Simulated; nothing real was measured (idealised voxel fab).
Process module name: voxel wiring stack
Xsec cut, 260 nm wide, square cell size 5 nm.
Think of the cross-section as a grid of square cells. We describe it in bands, top to bottom, and each band covers one or more rows of those cells.
What a band's entry tells you: where the top is and where the bottom is, as heights in nm, and after that what lies inside, material by material from left to right, each with its width in nm. Empty space is written as the word "blank", and a single material marked with the word "everywhere" occupies the band from edge to edge.
Height datum 0, below which the as-received substrate wafer is one material. Lowest band open at the bottom, running downward: "0..down".
The width entry "30->40" should be interpreted row by row: the top row of cells in the band takes the first number, the bottom row takes the second number, and the change between adjacent rows is uniform throughout.
No cell of the cross-section changed in a step that is given as "nothing altered".
Enclosed voids (no open way to top), threshold 8 cells or more, entry "Fully sealed cavities", notation width x height at distance, distance from left edge, nm.
That trailing text on a step's line, after the settings, is the simulator's own remark on the step.
You can add "overlay nm" to a step's line. For a step with a mask, it describes how far the mask lay to the right of its planned position, and a negative number describes a lay to the left.
For the reader: what remains of this document is a series of pairs, each showing a cross-section before one process step and a cross-section after that step which reaches down only to the lowest band that changed, with the step between them and its settings set out under the pair. It should not be assumed that a pair continues from the pair above it; the pairs can come from different runs of this module on the same starting wafer, and such continuity exists only where the entry headed "Pre-step" says so.

Pre-step:
    145..125 = 80 SiO2, 15 Ru, 25 SiO2, 15 Ru, 25 SiO2, 15 Ru, 85 SiO2
    125..120 = 80 SiCN, 15 Ru, 25 SiCN, 15 Ru, 25 SiCN, 15 Ru, 85 SiCN
    120..110 = 80 lowk, 5 TiN, 10 Cu, 5 TiN, 20 lowk, 5 TiN, 10 Cu, 5 TiN, 20 lowk, 5 TiN, 10 Cu, 5 TiN, 80 lowk
    110..105 = 80 lowk, 5 TiN, 5 Cu, 10 TiN, 20 lowk, 5 TiN, 5 Cu, 10 TiN, 20 lowk, 5 TiN, 5 Cu, 10 TiN, 80 lowk
    105..90 = 80 lowk, 5 TiN, 5 Cu, 5 TiN, 25 lowk, 5 TiN, 5 Cu, 5 TiN, 25 lowk, 5 TiN, 5 Cu, 5 TiN, 85 lowk
    90..85 = 80 SiCN, 15 TiN, 25 SiCN, 15 TiN, 25 SiCN, 15 TiN, 85 SiCN
    85..65 = 80 lowk, 5 TiN, 10 W, 5 TiN, 20 lowk, 5 TiN, 10 W, 5 TiN, 20 lowk, 5 TiN, 10 W, 5 TiN, 80 lowk
    65..60 = 80 SiCN, 20 TiN, 20 SiCN, 20 TiN, 20 SiCN, 20 TiN, 80 SiCN
    60..45 = 80 SiO2, 15 Ru, 25 SiO2, 15 Ru, 25 SiO2, 15 Ru, 85 SiO2
    45..35 = 80->75 SiCN, 15->30 Ru, 25->10 SiCN, 15->30 Ru, 25->10 SiCN, 15->30 Ru, 85->75 SiCN
    35..30 = 80 SiCN, 20 TiN, 20 SiCN, 20 TiN, 20 SiCN, 20 TiN, 80 SiCN
    30..15 = lowk everywhere
    15..0 = SiO2 everywhere
    0..down = Si everywhere
    Fully sealed cavities: none

Sectional Result:
    150..145 = TiN everywhere
    Under the height 145 nothing was changed.
    Fully sealed cavities: none
The two cross-sections above bracket this step: op DIRECTIONAL_DEP | material TiN | thk nm 5

Pre-step: the wafer arrives at this step looking as the after cross-section in the pair just above shows it.

Sectional Result:
    175..150 = W everywhere
    Under the height 150 nothing was changed.
    Fully sealed cavities: none
The two cross-sections above bracket this step: op DIRECTIONAL_DEP | material W | thk nm 25

Pre-step: the wafer arrives at this step looking as the after cross-section in the pair just above shows it.

Sectional Result:
    175..150 = 80 blank, 20 W, 20 blank, 20 W, 20 blank, 20 W, 80 blank
    Under the height 150 nothing was changed.
    Fully sealed cavities: none
The two cross-sections above bracket this step: op MASKED_ETCH | tone cover | mask id METAL_4 | width nm 20 | pitch nm 40 | etch materials W | depth nm 25 | overlay nm 0

Pre-step: the wafer arrives at this step looking as the after cross-section in the pair just above shows it.

Sectional Result:
    175..150 = 80 blank, 20 W, 20 blank, 20 W, 20 blank, 20 W, 80 blank
    150..145 = 80 blank, 20 TiN, 20 blank, 20 TiN, 20 blank, 20 TiN, 80 blank
    Under the height 145 nothing was changed.
    Fully sealed cavities: none
The two cross-sections above bracket this step: op MASKED_ETCH | tone cover | mask id METAL_4 | width nm 20 | pitch nm 40 | etch materials TiN | depth nm 5 | overlay nm 0

Pre-step: the wafer arrives at this step looking as the after cross-section in the pair just above shows it.

Sectional Result:
    180..175 = 75 blank, 30 SiCN, 10 blank, 30 SiCN, 10 blank, 30 SiCN, 75 blank
    175..150 = 75 blank, 5 SiCN, 20 W, 5 SiCN, 10 blank, 5 SiCN, 20 W, 5 SiCN, 10 blank, 5 SiCN, 20 W, 5 SiCN, 75 blank
    150..145 = 80 SiCN, 20 TiN, 20 SiCN, 20 TiN, 20 SiCN, 20 TiN, 80 SiCN
    Under the height 145 nothing was changed.
    Fully sealed cavities: none
The two cross-sections above bracket this step: op CONFORMAL_DEP | material SiCN | thk nm 5

Pre-step: the wafer arrives at this step looking as the after cross-section in the pair just above shows it.

Sectional Result:
    185..180 = SiO2 everywhere
    180..175 = 75 SiO2, 30 SiCN, 10 SiO2, 30 SiCN, 10 SiO2, 30 SiCN, 75 SiO2
    175..150 = 75 SiO2, 5 SiCN, 20 W, 5 SiCN, 10 SiO2, 5 SiCN, 20 W, 5 SiCN, 10 SiO2, 5 SiCN, 20 W, 5 SiCN, 75 SiO2
    Under the height 150 nothing was changed.
    Fully sealed cavities: none
The two cross-sections above bracket this step: op FILL_DEP | material SiO2 | thk nm 5

Pre-step: the wafer arrives at this step looking as the after cross-section in the pair just above shows it.

Sectional Result:
    175..150 = 75 SiO2, 5 SiCN, 20 W, 5 SiCN, 10 SiO2, 5 SiCN, 20 W, 5 SiCN, 10 SiO2, 5 SiCN, 20 W, 5 SiCN, 75 SiO2
    Under the height 150 nothing was changed.
    Fully sealed cavities: none
The two cross-sections above bracket this step: op CMP | height nm 175

Pre-step: the wafer arrives at this step looking as the after cross-section in the pair just above shows it.

Sectional Result:
    180..175 = SiCN everywhere
    Under the height 175 nothing was changed.
    Fully sealed cavities: none
The two cross-sections above bracket this step: op CONFORMAL_DEP | material SiCN | thk nm 5

Pre-step:
    45..40 = SiCN everywhere
    40..35 = 75 SiCN, 30 Ru, 10 SiCN, 30 Ru, 10 SiCN, 30 Ru, 75 SiCN
    35..20 = 80 lowk, 5 TiN, 10 Cu, 5 TiN, 20 lowk, 5 TiN, 10 Cu, 5 TiN, 20 lowk, 5 TiN, 10 Cu, 5 TiN, 80 lowk
    20..15 = 80 SiCN, 20 TiN, 20 SiCN, 20 TiN, 20 SiCN, 20 TiN, 80 SiCN
    15..0 = SiO2 everywhere
    0..down = Si everywhere
    Fully sealed cavities: none

Sectional Result:
    55..45 = SiO2 everywhere
    Under the height 45 nothing was changed.
    Fully sealed cavities: none
The two cross-sections above bracket this step: op DIRECTIONAL_DEP | material SiO2 | thk nm 10

Pre-step: the wafer arrives at this step looking as the after cross-section in the pair just above shows it.

Sectional Result:
    70..55 = aC everywhere
    Under the height 55 nothing was changed.
    Fully sealed cavities: none
The two cross-sections above bracket this step: op DIRECTIONAL_DEP | material aC | thk nm 15

Pre-step: the wafer arrives at this step looking as the after cross-section in the pair just above shows it.

Sectional Result:
    100..70 = 80 resist, 15 blank, 25 resist, 15 blank, 25 resist, 15 blank, 85 resist
    Under the height 70 nothing was changed.
    Fully sealed cavities: none
The two cross-sections above bracket this step: op PATTERN | tone open | mask id PLUG_1 | material resist | width nm 15 | pitch nm 40 | thk nm 30 | overlay nm 0

Pre-step: the wafer arrives at this step looking as the after cross-section in the pair just above shows it.

Sectional Result:
    85..70 = 80 resist, 15 blank, 25 resist, 15 blank, 25 resist, 15 blank, 85 resist
    70..55 = 80 aC, 15 blank, 25 aC, 15 blank, 25 aC, 15 blank, 85 aC
    Under the height 55 nothing was changed.
    Fully sealed cavities: none
The two cross-sections above bracket this step: op DIRECTIONAL_ETCH | etch materials aC | depth nm 15

Pre-step: the wafer arrives at this step looking as the after cross-section in the pair just above shows it.

Sectional Result:
    70..55 = 80 aC, 15 blank, 25 aC, 15 blank, 25 aC, 15 blank, 85 aC
    Under the height 55 nothing was changed.
    Fully sealed cavities: none
The two cross-sections above bracket this step: op STRIP | etch materials resist

Pre-step: the wafer arrives at this step looking as the after cross-section in the pair just above shows it.

Sectional Result:
    70..55 = 80 aC, 15 blank, 25 aC, 15 blank, 25 aC, 15 blank, 85 aC
    55..45 = 80 SiO2, 15 blank, 25 SiO2, 15 blank, 25 SiO2, 15 blank, 85 SiO2
    Under the height 45 nothing was changed.
    Fully sealed cavities: none
The two cross-sections above bracket this step: op DIRECTIONAL_ETCH | etch materials SiO2 | depth nm 15

Pre-step: the wafer arrives at this step looking as the after cross-section in the pair just above shows it.

Sectional Result:
    70..55 = 80 aC, 15 blank, 25 aC, 15 blank, 25 aC, 15 blank, 85 aC
    55..45 = 80 SiO2, 15 blank, 25 SiO2, 15 blank, 25 SiO2, 15 blank, 85 SiO2
    45..40 = 80 SiCN, 15 blank, 25 SiCN, 15 blank, 25 SiCN, 15 blank, 85 SiCN
    Under the height 40 nothing was changed.
    Fully sealed cavities: none
The two cross-sections above bracket this step: op DIRECTIONAL_ETCH | etch materials SiCN | depth nm 5

Pre-step: the wafer arrives at this step looking as the after cross-section in the pair just above shows it.

Sectional Result:
    55..45 = 80 SiO2, 15 blank, 25 SiO2, 15 blank, 25 SiO2, 15 blank, 85 SiO2
    Under the height 45 nothing was changed.
    Fully sealed cavities: none
The two cross-sections above bracket this step: op STRIP | etch materials aC

Pre-step: the wafer arrives at this step looking as the after cross-section in the pair just above shows it.

Sectional Result:
    55..50 = 80 SiO2, 15 blank, 25 SiO2, 15 blank, 25 SiO2, 15 blank, 85 SiO2
    50..45 = 80 SiO2, 15 Ru, 25 SiO2, 15 Ru, 25 SiO2, 15 Ru, 85 SiO2
    45..35 = 80->75 SiCN, 15->30 Ru, 25->10 SiCN, 15->30 Ru, 25->10 SiCN, 15->30 Ru, 85->75 SiCN
    Under the height 35 nothing was changed.
    Fully sealed cavities: none
The two cross-sections above bracket this step: op EPI | material Ru | thk nm 10

Pre-step: the wafer arrives at this step looking as the after cross-section in the pair just above shows it.

Sectional Result:
    60..55 = 75 blank, 25 Ru, 15 blank, 25 Ru, 15 blank, 25 Ru, 80 blank
    55..45 = 80 SiO2, 15 Ru, 25 SiO2, 15 Ru, 25 SiO2, 15 Ru, 85 SiO2
    Under the height 45 nothing was changed.
    Fully sealed cavities: none
The two cross-sections above bracket this step: op EPI | material Ru | thk nm 10

Pre-step: the wafer arrives at this step looking as the after cross-section in the pair just above shows it.

Sectional Result:
    65..60 = 70 blank, 35 SiCN, 5 blank, 35 SiCN, 5 blank, 35 SiCN, 75 blank
    60..55 = 75 SiCN, 25 Ru, 15 SiCN, 25 Ru, 15 SiCN, 25 Ru, 80 SiCN
    Under the height 55 nothing was changed.
    Fully sealed cavities: none
The two cross-sections above bracket this step: op CONFORMAL_DEP | material SiCN | thk nm 5

Pre-step: the wafer arrives at this step looking as the after cross-section in the pair just above shows it.

Sectional Result:
    85..80 = 70 blank, 35 lowk, 5 blank, 35 lowk, 5 blank, 35 lowk, 75 blank
    80..65 = lowk everywhere
    65..60 = 70 lowk, 35 SiCN, 5 lowk, 35 SiCN, 5 lowk, 35 SiCN, 75 lowk
    Under the height 60 nothing was changed.
    Fully sealed cavities: none
The two cross-sections above bracket this step: op DIRECTIONAL_DEP | material lowk | thk nm 20

Pre-step: the wafer arrives at this step looking as the after cross-section in the pair just above shows it.

Sectional Result:
    100..85 = 80 resist, 20 blank, 20 resist, 20 blank, 20 resist, 20 blank, 80 resist
    85..80 = 70 resist, 35 lowk, 5 resist, 35 lowk, 5 resist, 35 lowk, 75 resist
    Under the height 80 nothing was changed.
    Fully sealed cavities: none
The two cross-sections above bracket this step: op PATTERN | tone open | mask id METAL_2 | material resist | width nm 20 | pitch nm 40 | thk nm 15 | overlay nm 0

Pre-step: the wafer arrives at this step looking as the after cross-section in the pair just above shows it.

Sectional Result:
    100..85 = 80 resist, 20 blank, 20 resist, 20 blank, 20 resist, 20 blank, 80 resist
    85..80 = 70 resist, 10 lowk, 20 blank, 5 lowk, 5 resist, 10 lowk, 20 blank, 5 lowk, 5 resist, 10 lowk, 20 blank, 5 lowk, 75 resist
    80..65 = 80 lowk, 20 blank, 20 lowk, 20 blank, 20 lowk, 20 blank, 80 lowk
    Under the height 65 nothing was changed.
    Fully sealed cavities: none
The two cross-sections above bracket this step: op DIRECTIONAL_ETCH | etch materials lowk | depth nm 20

Pre-step: the wafer arrives at this step looking as the after cross-section in the pair just above shows it.

Sectional Result:
    100..85 = 80 resist, 20 blank, 20 resist, 20 blank, 20 resist, 20 blank, 80 resist
    85..80 = 70 resist, 10 lowk, 20 blank, 5 lowk, 5 resist, 10 lowk, 20 blank, 5 lowk, 5 resist, 10 lowk, 20 blank, 5 lowk, 75 resist
    80..65 = 80 lowk, 20 blank, 20 lowk, 20 blank, 20 lowk, 20 blank, 80 lowk
    65..60 = 70 lowk, 10 SiCN, 20 blank, 5 SiCN, 5 lowk, 10 SiCN, 20 blank, 5 SiCN, 5 lowk, 10 SiCN, 20 blank, 5 SiCN, 75 lowk
    Under the height 60 nothing was changed.
    Fully sealed cavities: none
The two cross-sections above bracket this step: op DIRECTIONAL_ETCH | etch materials SiCN | depth nm 5

Pre-step: the wafer arrives at this step looking as the after cross-section in the pair just above shows it.

Sectional Result:
    85..80 = 70 blank, 10 lowk, 20 blank, 5 lowk, 5 blank, 10 lowk, 20 blank, 5 lowk, 5 blank, 10 lowk, 20 blank, 5 lowk, 75 blank
    Under the height 80 nothing was changed.
    Fully sealed cavities: none
The two cross-sections above bracket this step: op STRIP | etch materials resist

Pre-step: the wafer arrives at this step looking as the after cross-section in the pair just above shows it.

Sectional Result:
    90..85 = 65 blank, 20 TiN, 10 blank, 30 TiN, 10 blank, 30 TiN, 10 blank, 15 TiN, 70 blank
    85..80 = 70 TiN, 10 lowk, 5 TiN, 10 blank, 5 TiN, 5 lowk, 5 TiN, 10 lowk, 5 TiN, 10 blank, 5 TiN, 5 lowk, 5 TiN, 10 lowk, 5 TiN, 10 blank, 5 TiN, 5 lowk, 75 TiN
    80..65 = 80 lowk, 5 TiN, 10 blank, 5 TiN, 20 lowk, 5 TiN, 10 blank, 5 TiN, 20 lowk, 5 TiN, 10 blank, 5 TiN, 80 lowk
    65..60 = 70 lowk, 10 SiCN, 20 TiN, 5 SiCN, 5 lowk, 10 SiCN, 20 TiN, 5 SiCN, 5 lowk, 10 SiCN, 20 TiN, 5 SiCN, 75 lowk
    Under the height 60 nothing was changed.
    Fully sealed cavities: none
The two cross-sections above bracket this step: op CONFORMAL_DEP | material TiN | thk nm 5

Pre-step: the wafer arrives at this step looking as the after cross-section in the pair just above shows it.

Sectional Result:
    95..90 = W everywhere
    90..85 = 65 W, 20 TiN, 10 W, 30 TiN, 10 W, 30 TiN, 10 W, 15 TiN, 70 W
    85..80 = 70 TiN, 10 lowk, 5 TiN, 10 W, 5 TiN, 5 lowk, 5 TiN, 10 lowk, 5 TiN, 10 W, 5 TiN, 5 lowk, 5 TiN, 10 lowk, 5 TiN, 10 W, 5 TiN, 5 lowk, 75 TiN
    80..65 = 80 lowk, 5 TiN, 10 W, 5 TiN, 20 lowk, 5 TiN, 10 W, 5 TiN, 20 lowk, 5 TiN, 10 W, 5 TiN, 80 lowk
    Under the height 65 nothing was changed.
    Fully sealed cavities: none
The two cross-sections above bracket this step: op FILL_DEP | material W | thk nm 5

Pre-step: the wafer arrives at this step looking as the after cross-section in the pair just above shows it.

Sectional Result:
    85..80 = 70 TiN, 10 lowk, 5 TiN, 10 W, 5 TiN, 5 lowk, 5 TiN, 10 lowk, 5 TiN, 10 W, 5 TiN, 5 lowk, 5 TiN, 10 lowk, 5 TiN, 10 W, 5 TiN, 5 lowk, 75 TiN
    Under the height 80 nothing was changed.
    Fully sealed cavities: none
The two cross-sections above bracket this step: op CMP | height nm 85

Pre-step: the wafer arrives at this step looking as the after cross-section in the pair just above shows it.

Sectional Result:
    90..85 = SiCN everywhere
    Under the height 85 nothing was changed.
    Fully sealed cavities: none
The two cross-sections above bracket this step: op CONFORMAL_DEP | material SiCN | thk nm 5

Pre-step: the wafer arrives at this step looking as the after cross-section in the pair just above shows it.

Sectional Result:
    120..90 = lowk everywhere
    Under the height 90 nothing was changed.
    Fully sealed cavities: none
The two cross-sections above bracket this step: op DIRECTIONAL_DEP | material lowk | thk nm 30

Pre-step: the wafer arrives at this step looking as the after cross-section in the pair just above shows it.

Sectional Result:
    120..105 = 80 lowk, 20 blank, 20 lowk, 20 blank, 20 lowk, 20 blank, 80 lowk
    Under the height 105 nothing was changed.
    Fully sealed cavities: none
The two cross-sections above bracket this step: op MASKED_ETCH | tone open | mask id METAL_3 | width nm 20 | pitch nm 40 | etch materials lowk | depth nm 15 | overlay nm 0

Pre-step: the wafer arrives at this step looking as the after cross-section in the pair just above shows it.

Sectional Result:
    120..105 = 80 lowk, 20 blank, 20 lowk, 20 blank, 20 lowk, 20 blank, 80 lowk
    105..90 = 80 lowk, 15 blank, 25 lowk, 15 blank, 25 lowk, 15 blank, 85 lowk
    Under the height 90 nothing was changed.
    Fully sealed cavities: none
The two cross-sections above bracket this step: op MASKED_ETCH | tone open | mask id METAL_3_HOLES | width nm 15 | pitch nm 40 | etch materials lowk | depth nm 15 | overlay nm 0

Pre-step: the wafer arrives at this step looking as the after cross-section in the pair just above shows it.

Sectional Result:
    120..105 = 80 lowk, 20 blank, 20 lowk, 20 blank, 20 lowk, 20 blank, 80 lowk
    105..90 = 80 lowk, 15 blank, 25 lowk, 15 blank, 25 lowk, 15 blank, 85 lowk
    90..85 = 80 SiCN, 15 blank, 25 SiCN, 15 blank, 25 SiCN, 15 blank, 85 SiCN
    Under the height 85 nothing was changed.
    Fully sealed cavities: none
The two cross-sections above bracket this step: op MASKED_ETCH | tone open | mask id METAL_3_HOLES | width nm 15 | pitch nm 40 | etch materials SiCN | depth nm 5 | overlay nm 0

Pre-step: the wafer arrives at this step looking as the after cross-section in the pair just above shows it.

Sectional Result:
    125..120 = 85 TiN, 10 blank, 30 TiN, 10 blank, 30 TiN, 10 blank, 85 TiN
    120..110 = 80 lowk, 5 TiN, 10 blank, 5 TiN, 20 lowk, 5 TiN, 10 blank, 5 TiN, 20 lowk, 5 TiN, 10 blank, 5 TiN, 80 lowk
    110..105 = 80 lowk, 5 TiN, 5 blank, 10 TiN, 20 lowk, 5 TiN, 5 blank, 10 TiN, 20 lowk, 5 TiN, 5 blank, 10 TiN, 80 lowk
    105..90 = 80 lowk, 5 TiN, 5 blank, 5 TiN, 25 lowk, 5 TiN, 5 blank, 5 TiN, 25 lowk, 5 TiN, 5 blank, 5 TiN, 85 lowk
    90..85 = 80 SiCN, 15 TiN, 25 SiCN, 15 TiN, 25 SiCN, 15 TiN, 85 SiCN
    Under the height 85 nothing was changed.
    Fully sealed cavities: none
The two cross-sections above bracket this step: op CONFORMAL_DEP | material TiN | thk nm 5

Pre-step: the wafer arrives at this step looking as the after cross-section in the pair just above shows it.

Sectional Result:
    130..125 = Cu everywhere
    125..120 = 85 TiN, 10 Cu, 30 TiN, 10 Cu, 30 TiN, 10 Cu, 85 TiN
    120..110 = 80 lowk, 5 TiN, 10 Cu, 5 TiN, 20 lowk, 5 TiN, 10 Cu, 5 TiN, 20 lowk, 5 TiN, 10 Cu, 5 TiN, 80 lowk
    110..105 = 80 lowk, 5 TiN, 5 Cu, 10 TiN, 20 lowk, 5 TiN, 5 Cu, 10 TiN, 20 lowk, 5 TiN, 5 Cu, 10 TiN, 80 lowk
    105..90 = 80 lowk, 5 TiN, 5 Cu, 5 TiN, 25 lowk, 5 TiN, 5 Cu, 5 TiN, 25 lowk, 5 TiN, 5 Cu, 5 TiN, 85 lowk
    Under the height 90 nothing was changed.
    Fully sealed cavities: none
The two cross-sections above bracket this step: op FILL_DEP | material Cu | thk nm 5

Pre-step: the wafer arrives at this step looking as the after cross-section in the pair just above shows it.

Sectional Result:
    120..110 = 80 lowk, 5 TiN, 10 Cu, 5 TiN, 20 lowk, 5 TiN, 10 Cu, 5 TiN, 20 lowk, 5 TiN, 10 Cu, 5 TiN, 80 lowk
    Under the height 110 nothing was changed.
    Fully sealed cavities: none
The two cross-sections above bracket this step: op CMP | height nm 120

Pre-step: the wafer arrives at this step looking as the after cross-section in the pair just above shows it.

Sectional Result:
    125..120 = SiCN everywhere
    Under the height 120 nothing was changed.
    Fully sealed cavities: none
The two cross-sections above bracket this step: op CONFORMAL_DEP | material SiCN | thk nm 5

Pre-step: the wafer arrives at this step looking as the after cross-section in the pair just above shows it.

Sectional Result:
    145..125 = SiO2 everywhere
    Under the height 125 nothing was changed.
    Fully sealed cavities: none
The two cross-sections above bracket this step: op DIRECTIONAL_DEP | material SiO2 | thk nm 20

Pre-step: the wafer arrives at this step looking as the after cross-section in the pair just above shows it.

Sectional Result:
    145..125 = 80 SiO2, 15 blank, 25 SiO2, 15 blank, 25 SiO2, 15 blank, 85 SiO2
    Under the height 125 nothing was changed.
    Fully sealed cavities: none
The two cross-sections above bracket this step: op MASKED_ETCH | tone open | mask id PLUG_3 | width nm 15 | pitch nm 40 | etch materials SiO2 | depth nm 20 | overlay nm 0

Pre-step: the wafer arrives at this step looking as the after cross-section in the pair just above shows it.

Sectional Result:
    145..125 = 80 SiO2, 15 blank, 25 SiO2, 15 blank, 25 SiO2, 15 blank, 85 SiO2
    125..120 = 80 SiCN, 15 blank, 25 SiCN, 15 blank, 25 SiCN, 15 blank, 85 SiCN
    Under the height 120 nothing was changed.
    Fully sealed cavities: none
The two cross-sections above bracket this step: op MASKED_ETCH | tone open | mask id PLUG_3 | width nm 15 | pitch nm 40 | etch materials SiCN | depth nm 5 | overlay nm 0

Pre-step: the wafer arrives at this step looking as the after cross-section in the pair just above shows it.

Sectional Result:
    145..130 = 80 SiO2, 15 blank, 25 SiO2, 15 blank, 25 SiO2, 15 blank, 85 SiO2
    130..125 = 80 SiO2, 15 Ru, 25 SiO2, 15 Ru, 25 SiO2, 15 Ru, 85 SiO2
    125..120 = 80 SiCN, 15 Ru, 25 SiCN, 15 Ru, 25 SiCN, 15 Ru, 85 SiCN
    Under the height 120 nothing was changed.
    Fully sealed cavities: none
The two cross-sections above bracket this step: op EPI | material Ru | thk nm 10

Pre-step: the wafer arrives at this step looking as the after cross-section in the pair just above shows it.

Sectional Result:
    145..140 = 80 SiO2, 15 blank, 25 SiO2, 15 blank, 25 SiO2, 15 blank, 85 SiO2
    140..125 = 80 SiO2, 15 Ru, 25 SiO2, 15 Ru, 25 SiO2, 15 Ru, 85 SiO2
    Under the height 125 nothing was changed.
    Fully sealed cavities: none
The two cross-sections above bracket this step: op EPI | material Ru | thk nm 10

Pre-step: the wafer arrives at this step looking as the after cross-section in the pair just above shows it.

Sectional Result:
    145..125 = 80 SiO2, 15 Ru, 25 SiO2, 15 Ru, 25 SiO2, 15 Ru, 85 SiO2
    Under the height 125 nothing was changed.
    Fully sealed cavities: none
The two cross-sections above bracket this step: op EPI | material Ru | thk nm 5

Pre-step: the wafer arrives at this step looking as the after cross-section in the pair just above shows it.

Sectional Result:
    150..145 = TiN everywhere
    Under the height 145 nothing was changed.
    Fully sealed cavities: none
The two cross-sections above bracket this step: op DIRECTIONAL_DEP | material TiN | thk nm 5

Pre-step: the wafer arrives at this step looking as the after cross-section in the pair just above shows it.

Sectional Result:
    175..150 = W everywhere
    Under the height 150 nothing was changed.
    Fully sealed cavities: none
The two cross-sections above bracket this step: op DIRECTIONAL_DEP | material W | thk nm 25

Pre-step: the wafer arrives at this step looking as the after cross-section in the pair just above shows it.

Sectional Result:
    175..150 = 80 blank, 20 W, 20 blank, 20 W, 20 blank, 20 W, 80 blank
    Under the height 150 nothing was changed.
    Fully sealed cavities: none
The two cross-sections above bracket this step: op MASKED_ETCH | tone cover | mask id METAL_4 | width nm 20 | pitch nm 40 | etch materials W | depth nm 25 | overlay nm 0

Pre-step: the wafer arrives at this step looking as the after cross-section in the pair just above shows it.

Sectional Result:
    175..150 = 80 blank, 20 W, 20 blank, 20 W, 20 blank, 20 W, 80 blank
    150..145 = 80 blank, 20 TiN, 20 blank, 20 TiN, 20 blank, 20 TiN, 80 blank
    Under the height 145 nothing was changed.
    Fully sealed cavities: none
The two cross-sections above bracket this step: op MASKED_ETCH | tone cover | mask id METAL_4 | width nm 20 | pitch nm 40 | etch materials TiN | depth nm 5 | overlay nm 0

Pre-step: the wafer arrives at this step looking as the after cross-section in the pair just above shows it.

Sectional Result:
    180..175 = 75 blank, 30 SiCN, 10 blank, 30 SiCN, 10 blank, 30 SiCN, 75 blank
    175..150 = 75 blank, 5 SiCN, 20 W, 5 SiCN, 10 blank, 5 SiCN, 20 W, 5 SiCN, 10 blank, 5 SiCN, 20 W, 5 SiCN, 75 blank
    150..145 = 80 SiCN, 20 TiN, 20 SiCN, 20 TiN, 20 SiCN, 20 TiN, 80 SiCN
    Under the height 145 nothing was changed.
    Fully sealed cavities: none
The two cross-sections above bracket this step: op CONFORMAL_DEP | material SiCN | thk nm 5

Pre-step: the wafer arrives at this step looking as the after cross-section in the pair just above shows it.

Sectional Result:
    185..180 = SiO2 everywhere
    180..175 = 75 SiO2, 30 SiCN, 10 SiO2, 30 SiCN, 10 SiO2, 30 SiCN, 75 SiO2
    175..150 = 75 SiO2, 5 SiCN, 20 W, 5 SiCN, 10 SiO2, 5 SiCN, 20 W, 5 SiCN, 10 SiO2, 5 SiCN, 20 W, 5 SiCN, 75 SiO2
    Under the height 150 nothing was changed.
    Fully sealed cavities: none
The two cross-sections above bracket this step: op FILL_DEP | material SiO2 | thk nm 5

Pre-step: the wafer arrives at this step looking as the after cross-section in the pair just above shows it.

Sectional Result:
    175..150 = 75 SiO2, 5 SiCN, 20 W, 5 SiCN, 10 SiO2, 5 SiCN, 20 W, 5 SiCN, 10 SiO2, 5 SiCN, 20 W, 5 SiCN, 75 SiO2
    Under the height 150 nothing was changed.
    Fully sealed cavities: none
The two cross-sections above bracket this step: op CMP | height nm 175

Pre-step: the wafer arrives at this step looking as the after cross-section in the pair just above shows it.

Sectional Result:
    180..175 = SiCN everywhere
    Under the height 175 nothing was changed.
    Fully sealed cavities: none
The two cross-sections above bracket this step: op CONFORMAL_DEP | material SiCN | thk nm 5

Pre-step:
    175..150 = W everywhere
    150..145 = TiN everywhere
    145..125 = 80 SiO2, 15 Ru, 25 SiO2, 15 Ru, 25 SiO2, 15 Ru, 85 SiO2
    125..120 = 80 SiCN, 15 Ru, 25 SiCN, 15 Ru, 25 SiCN, 15 Ru, 85 SiCN
    120..110 = 80 lowk, 5 TiN, 10 Cu, 5 TiN, 20 lowk, 5 TiN, 10 Cu, 5 TiN, 20 lowk, 5 TiN, 10 Cu, 5 TiN, 80 lowk
    110..105 = 80 lowk, 5 TiN, 5 Cu, 10 TiN, 20 lowk, 5 TiN, 5 Cu, 10 TiN, 20 lowk, 5 TiN, 5 Cu, 10 TiN, 80 lowk
    105..90 = 80 lowk, 5 TiN, 5 Cu, 5 TiN, 25 lowk, 5 TiN, 5 Cu, 5 TiN, 25 lowk, 5 TiN, 5 Cu, 5 TiN, 85 lowk
    90..85 = 80 SiCN, 15 TiN, 25 SiCN, 15 TiN, 25 SiCN, 15 TiN, 85 SiCN
    85..65 = 80 lowk, 5 TiN, 10 W, 5 TiN, 20 lowk, 5 TiN, 10 W, 5 TiN, 20 lowk, 5 TiN, 10 W, 5 TiN, 80 lowk
    65..60 = 80 SiCN, 20 TiN, 20 SiCN, 20 TiN, 20 SiCN, 20 TiN, 80 SiCN
    60..45 = 80 SiO2, 15 Ru, 25 SiO2, 15 Ru, 25 SiO2, 15 Ru, 85 SiO2
    45..35 = 80->75 SiCN, 15->30 Ru, 25->10 SiCN, 15->30 Ru, 25->10 SiCN, 15->30 Ru, 85->75 SiCN
    35..20 = 80 lowk, 5 TiN, 10 Cu, 5 TiN, 20 lowk, 5 TiN, 10 Cu, 5 TiN, 20 lowk, 5 TiN, 10 Cu, 5 TiN, 80 lowk
    20..15 = 80 SiCN, 20 TiN, 20 SiCN, 20 TiN, 20 SiCN, 20 TiN, 80 SiCN
    15..0 = SiO2 everywhere
    0..down = Si everywhere
    Fully sealed cavities: none

Sectional Result:
    175..150 = 80 blank, 25 W, 15 blank, 25 W, 15 blank, 25 W, 75 blank
    Under the height 150 nothing was changed.
    Fully sealed cavities: none
The two cross-sections above bracket this step: op MASKED_ETCH | tone cover | mask id METAL_4 | width nm 25 | pitch nm 40 | etch materials W | depth nm 25 | overlay nm 0

Pre-step: the wafer arrives at this step looking as the after cross-section in the pair just above shows it.

Sectional Result:
    175..150 = 80 blank, 25 W, 15 blank, 25 W, 15 blank, 25 W, 75 blank
    150..145 = 80 blank, 25 TiN, 15 blank, 25 TiN, 15 blank, 25 TiN, 75 blank
    Under the height 145 nothing was changed.
    Fully sealed cavities: none
The two cross-sections above bracket this step: op MASKED_ETCH | tone cover | mask id METAL_4 | width nm 20 | pitch nm 40 | etch materials TiN | depth nm 5 | overlay nm 0

Pre-step: the wafer arrives at this step looking as the after cross-section in the pair just above shows it.

Sectional Result:
    180..175 = 75 blank, 35 SiCN, 5 blank, 35 SiCN, 5 blank, 35 SiCN, 70 blank
    175..150 = 75 blank, 5 SiCN, 25 W, 5 SiCN, 5 blank, 5 SiCN, 25 W, 5 SiCN, 5 blank, 5 SiCN, 25 W, 5 SiCN, 70 blank
    150..145 = 80 SiCN, 25 TiN, 15 SiCN, 25 TiN, 15 SiCN, 25 TiN, 75 SiCN
    Under the height 145 nothing was changed.
    Fully sealed cavities: none
The two cross-sections above bracket this step: op CONFORMAL_DEP | material SiCN | thk nm 5
